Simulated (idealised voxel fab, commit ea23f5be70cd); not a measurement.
Process module in this document: voxel self aligned vias
In the cross-section labelled cut, the width is 185 nm and each square cell is 5 nm.
How to read a cross-section here: the picture is a grid of square cells, written as bands going from the top down, and any band can span one or more rows of cells.
Basically the band line says how high the top is and how high the bottom is, in nm, and then what's in it from left to right, every material with its width in nm. Empty space shows up as "air", and if a single material carries "throughout" it runs the full band edge to edge.
Heads up on the height convention: 0 is the point under which the incoming wafer is all one material, and the lowest band has no bottom, it just keeps going down, like "0 and below".
Width spec "30..40" -> top row of cells at first value, bottom row at second value, equal per-row change in between.
Any step labelled "everything unchanged" changed none of the cells in the cross-section.
"Unvented cavities": sealed empty spaces, 8 cells or more, no open way to top, listed width x height at distance, with distance from the left edge and width, height and distance in nm.
Step line, after settings: the simulator's comment on this step.
overlay nm: mask offset rightward from planned place, masked step; negative means leftward offset.

## This section lists the process steps that were planned
1,RECEIVE: material Si
2,CONFORMAL_DEP: material SiO2, thk nm 15
3,CONFORMAL_DEP: material SiCN, thk nm 5
4,DIRECTIONAL_DEP: material SiO2, thk nm 30
5,DIRECTIONAL_DEP: material aC, thk nm 10
6,PATTERN: tone open, mask id LINES, material resist, width nm 15, pitch nm 50, thk nm 25, overlay nm 0
7,DIRECTIONAL_ETCH: etch materials aC, depth nm 10
8,STRIP: etch materials resist
9,DIRECTIONAL_ETCH: etch materials SiO2, depth nm 30
10,STRIP: etch materials aC
11,CONFORMAL_DEP: material TiN, thk nm 5
12,FILL_DEP: material W, thk nm 5
13,CMP: height nm 50
14,SELECTIVE_ETCH: etch materials W Ru TiN, depth nm 5
15,FILL_DEP: material SiN, thk nm 10
16,CMP: height nm 50
17,DIRECTIONAL_DEP: material SiO2, thk nm 15
18,MASKED_ETCH: tone open, mask id VIAS, width nm 35, etch materials SiO2, depth nm 15, overlay nm 0
19,MASKED_ETCH: tone open, mask id VIAS, width nm 35, etch materials SiN, depth nm 5, overlay nm 0
20,CONFORMAL_DEP: material TiN, thk nm 5
21,FILL_DEP: material Cu, thk nm 10
22,CMP: height nm 65
23,CONFORMAL_DEP: material SiCN, thk nm 5
Wafer-to-wafer difference: width nm, step 6. Common start. Plan = first wafer's value.

## Received wafers, first of several: cross-section after step 1
- 0 and below | Si throughout
- Unvented cavities: none

## Heads up, this table goes wafer by wafer. A row tells you, at the end of the module, how many cells of each material that wafer has put on (+) or dropped (-) since it was received, and then its closed voids
width nm 15; +11 Cu; +74 SiCN; +3 SiN; +387 SiO2; +35 TiN; +8 W; Unvented cavities: none
width nm 20; +12 Cu; +74 SiCN; +4 SiN; +375 SiO2; +37 TiN; +16 W; Unvented cavities: none
width nm 25; +13 Cu; +74 SiCN; +5 SiN; +363 SiO2; +39 TiN; +24 W; Unvented cavities: none
width nm 30; +14 Cu; +74 SiCN; +6 SiN; +351 SiO2; +41 TiN; +32 W; Unvented cavities: none
width nm 35; +15 Cu; +74 SiCN; +7 SiN; +339 SiO2; +43 TiN; +40 W; Unvented cavities: none
